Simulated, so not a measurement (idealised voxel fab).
Process module, titled voxel capacitor over wiring
Square cells of 5 nm make up the cross-section cut, whose width is 235 nm.
Notation: cross-section as square-cell grid; stated in bands, top first, going down; one or more cell rows per band. Basically the band line says how high the top is and how high the bottom is, in nm, and then what's in it from left to right, every material with its width in nm. Empty space shows up as "air", and if a single material carries "everywhere" it runs the full band edge to edge. A quick word on heights: they are counted from 0, and under that level the wafer as it came to us is one material throughout. The lowest band is different from the rest in having no bottom; it simply continues downward, written as in "0 nm and below". A two-number width, for instance "30->40", indicates that the width is equal to the first number in the top row of the band and to the second number in the bottom row, and that it changes by a constant amount per row of cells. A step reported as "same as before" is a step in which no cell of the cross-section changed. So "Entrapped voids" is basically the list of trapped voids: any empty space of 8 cells or more that can't reach the top through an opening. They're written width x height at distance, the distance being from the left edge, and it's all nm. Whatever follows a step's settings on its line is a remark the simulator itself makes about that step. "overlay nm" answers the question of how far to the right of plan the mask lay on a step that has a mask, and when it is negative the answer is to the left.
**Planned step list for the process**
1. RECEIVE,material Si
2. CONFORMAL_DEP,material SiO2,thk nm 10
3. CONFORMAL_DEP,material SiCN,thk nm 5
4. DIRECTIONAL_DEP,material SiO2,thk nm 15
5. PATTERN,tone open,mask id METAL_1,material resist,width nm 30,pitch nm 100,thk nm 20,overlay nm 0
6. DIRECTIONAL_ETCH,etch materials SiO2,depth nm 15
7. DIRECTIONAL_ETCH,etch materials SiCN,depth nm 5
8. STRIP,etch materials resist
9. CONFORMAL_DEP,material TiN,thk nm 5
10. FILL_DEP,material Cu,thk nm 5
11. CMP,height nm 30
12. CONFORMAL_DEP,material SiCN,thk nm 5
13. DIRECTIONAL_DEP,material lowk,thk nm 15
14. MASKED_ETCH,tone open,mask id PLUG_1,width nm 15,etch materials lowk,depth nm 15,overlay nm 0
15. MASKED_ETCH,tone open,mask id PLUG_1,width nm 15,etch materials SiCN,depth nm 5,overlay nm 0
16. EPI,material Ru,thk nm 10
17. EPI,material Ru,thk nm 10
18. DIRECTIONAL_DEP,material TiN,thk nm 5
19. DIRECTIONAL_DEP,material Al2O3,thk nm 5
20. DIRECTIONAL_DEP,material TiN,thk nm 5
21. MASKED_ETCH,tone cover,mask id UPPER_PLATE,width nm 75,etch materials TiN,depth nm 5,overlay nm 0
22. MASKED_ETCH,tone cover,mask id UPPER_PLATE,width nm 75,etch materials Al2O3,depth nm 5,overlay nm 0
23. PATTERN,tone cover,mask id LOWER_PLATE,material resist,width nm 85,thk nm 15,overlay nm 0
24. DIRECTIONAL_ETCH,etch materials TiN,depth nm 5
25. STRIP,etch materials resist
26. FILL_DEP,material SiO2,thk nm 15
27. CMP,height nm 75
28. DIRECTIONAL_DEP,material aC,thk nm 10
29. PATTERN,tone open,mask id PLUG_2,material resist,width nm 15,thk nm 30,overlay nm 0
30. DIRECTIONAL_ETCH,etch materials aC,depth nm 10
31. STRIP,etch materials resist
32. DIRECTIONAL_ETCH,etch materials SiO2,depth nm 10
33. STRIP,etch materials aC
34. CONFORMAL_DEP,material TiN,thk nm 5
35. FILL_DEP,material Cu,thk nm 10
36. CMP,height nm 75
37. CONFORMAL_DEP,material SiCN,thk nm 5
**Cross-section of the wafer upon arrival, representing the state reached after step 1**
- 0 nm and below = Si everywhere
- Entrapped voids: none
**Cross-section at module end, one run error; start and plan unchanged from above**
- 80 nm to 75 nm = SiCN everywhere
- 75 nm to 70 nm = 75 SiO2 | 5 TiN | 5 Cu | 5 TiN | 145 SiO2
- 70 nm to 65 nm = 75 SiO2 | 15 TiN | 145 SiO2
- 65 nm to 60 nm = SiO2 everywhere
- 60 nm to 55 nm = 65 SiO2 | 75 Al2O3 | 95 SiO2
- 55 nm to 50 nm = 60 TiN | 5 SiO2 | 75 TiN | 5 SiO2 | 90 TiN
- 50 nm to 35 nm = 65 lowk | 15 Ru | 155 lowk
- 35 nm to 30 nm = 65 SiCN | 15 Ru | 155 SiCN
- 30 nm to 15 nm = 50 SiO2 | 5 TiN | 20 Cu | 5 TiN | 70 SiO2 | 5 TiN | 20 Cu | 5 TiN | 55 SiO2
- 15 nm to 10 nm = 50 SiCN | 30 TiN | 70 SiCN | 30 TiN | 55 SiCN
- 10 nm to 0 nm = SiO2 everywhere
- 0 nm and below = Si everywhere
- Entrapped voids: none
So what did we get wrong on this run? step 23 did not happen as planned, as run it was PATTERN,tone open,mask id LOWER_PLATE,material resist,width nm 85,thk nm 15,overlay nm 0
